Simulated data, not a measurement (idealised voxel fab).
process module | voxel capacitor over wiring
cross-section cut | 165 nm wide | cells 5 nm
A cross-section is a grid of square cells, given in bands from the top down. A band is one or more rows of cells.
Each band's line starts with the height of the band's top and of its bottom, in nm. Then come its materials from left to right, each with its width in nm. One material with "throughout" fills the band from edge to edge. "air" is empty space.
Height 0 is the level under which the wafer as received is all one material. The lowest band goes on downwards, as in "0 down".
A width such as "30 to 40" changes by the same amount from each row of cells to the next, from the band's top row to its bottom row.
"no change" after a step means that no cell of the cross-section changed.
closed voids: empty space of 8 cells or more with no open way to the top, each as width x height at its distance from the left edge, in nm
after a step's settings: what the simulator itself notes on the step
overlay nm, on a step with a mask: how far to the right of its planned place the mask lay; to the left if negative
plan
1 op RECEIVE | material Si
2 op CONFORMAL_DEP | material SiO2 | thk nm 10
3 op DIRECTIONAL_DEP | material TiN | thk nm 5
4 op DIRECTIONAL_DEP | material Ru | thk nm 25
5 op DIRECTIONAL_DEP | material aC | thk nm 15
6 op PATTERN | tone cover | mask id METAL_1 | material resist | width nm 20 | pitch nm 75 | thk nm 35 | overlay nm 0
7 op DIRECTIONAL_ETCH | etch materials aC | depth nm 15
8 op STRIP | etch materials resist
9 op DIRECTIONAL_ETCH | etch materials Ru | depth nm 25
10 op DIRECTIONAL_ETCH | etch materials TiN | depth nm 5
11 op STRIP | etch materials aC
12 op FILL_DEP | material SiO2 | thk nm 10
13 op CMP | height nm 40
14 op CONFORMAL_DEP | material SiCN | thk nm 5
15 op DIRECTIONAL_DEP | material SiO2 | thk nm 20
16 op DIRECTIONAL_DEP | material aC | thk nm 15
17 op PATTERN | tone open | mask id PLUG_1 | material resist | width nm 15 | thk nm 30 | overlay nm 0
18 op DIRECTIONAL_ETCH | etch materials aC | depth nm 15
19 op STRIP | etch materials resist
20 op DIRECTIONAL_ETCH | etch materials SiO2 | depth nm 20
21 op DIRECTIONAL_ETCH | etch materials SiCN | depth nm 5
22 op STRIP | etch materials aC
23 op EPI | material Ru | thk nm 10
24 op EPI | material Ru | thk nm 10
25 op EPI | material Ru | thk nm 5
26 op DIRECTIONAL_DEP | material TiN | thk nm 5
27 op DIRECTIONAL_DEP | material HfO2 | thk nm 5
28 op DIRECTIONAL_DEP | material TiN | thk nm 10
29 op MASKED_ETCH | tone cover | mask id UPPER_PLATE | width nm 60 | etch materials TiN | depth nm 10 | overlay nm 0
30 op MASKED_ETCH | tone cover | mask id UPPER_PLATE | width nm 60 | etch materials HfO2 | depth nm 5 | overlay nm 0
31 op MASKED_ETCH | tone cover | mask id LOWER_PLATE | width nm 70 | etch materials TiN | depth nm 5 | overlay nm 0
32 op FILL_DEP | material SiO2 | thk nm 20
33 op CMP | height nm 100
34 op MASKED_ETCH | tone open | mask id PLUG_2 | width nm 15 | etch materials SiO2 | depth nm 15 | overlay nm 0
35 op CONFORMAL_DEP | material TiN | thk nm 5
36 op FILL_DEP | material Cu | thk nm 10
37 op CMP | height nm 100
38 op CONFORMAL_DEP | material SiN | thk nm 5
as received, after step 1
  0 down: Si throughout
  closed voids: none
first wafer at the end, as planned
  105 to 100: SiN throughout
  100 to 90: SiO2 50 | TiN 5 | Cu 5 | TiN 5 | SiO2 100
  90 to 85: SiO2 50 | TiN 15 | SiO2 100
  85 to 75: SiO2 40 | TiN 60 | SiO2 65
  75 to 70: SiO2 40 | HfO2 60 | SiO2 65
  70 to 65: SiO2 35 | TiN 70 | SiO2 60
  65 to 45: SiO2 40 | Ru 15 | SiO2 110
  45 to 40: SiCN 40 | Ru 15 | SiCN 110
  40 to 15: SiO2 35 | Ru 20 | SiO2 55 | Ru 20 | SiO2 35
  15 to 10: SiO2 35 | TiN 20 | SiO2 55 | TiN 20 | SiO2 35
  10 to 0: SiO2 throughout
  0 down: Si throughout
  closed voids: none
second wafer at the end: like start, like plan, one mistake
  105 to 100: SiN throughout
  100 to 90: SiO2 50 | TiN 5 | Cu 5 | TiN 5 | SiO2 100
  90 to 85: SiO2 50 | TiN 15 | SiO2 100
  85 to 80: SiO2 throughout
  80 to 75: SiO2 40 | TiN 60 | SiO2 65
  75 to 70: SiO2 40 | HfO2 60 | SiO2 65
  70 to 65: TiN 35 | SiO2 5 | TiN 60 | SiO2 5 | TiN 60
  65 to 45: SiO2 40 | Ru 15 | SiO2 110
  45 to 40: SiCN 40 | Ru 15 | SiCN 110
  40 to 15: SiO2 35 | Ru 20 | SiO2 55 | Ru 20 | SiO2 35
  15 to 10: SiO2 35 | TiN 20 | SiO2 55 | TiN 20 | SiO2 35
  10 to 0: SiO2 throughout
  0 down: Si throughout
  closed voids: none
what went wrong: step 31 ran as: op MASKED_ETCH | tone open | mask id LOWER_PLATE | width nm 70 | etch materials TiN | depth nm 5 | overlay nm 0
at the end the second wafer has, in cells: 5 fewer of SiO2 | 5 more of TiN
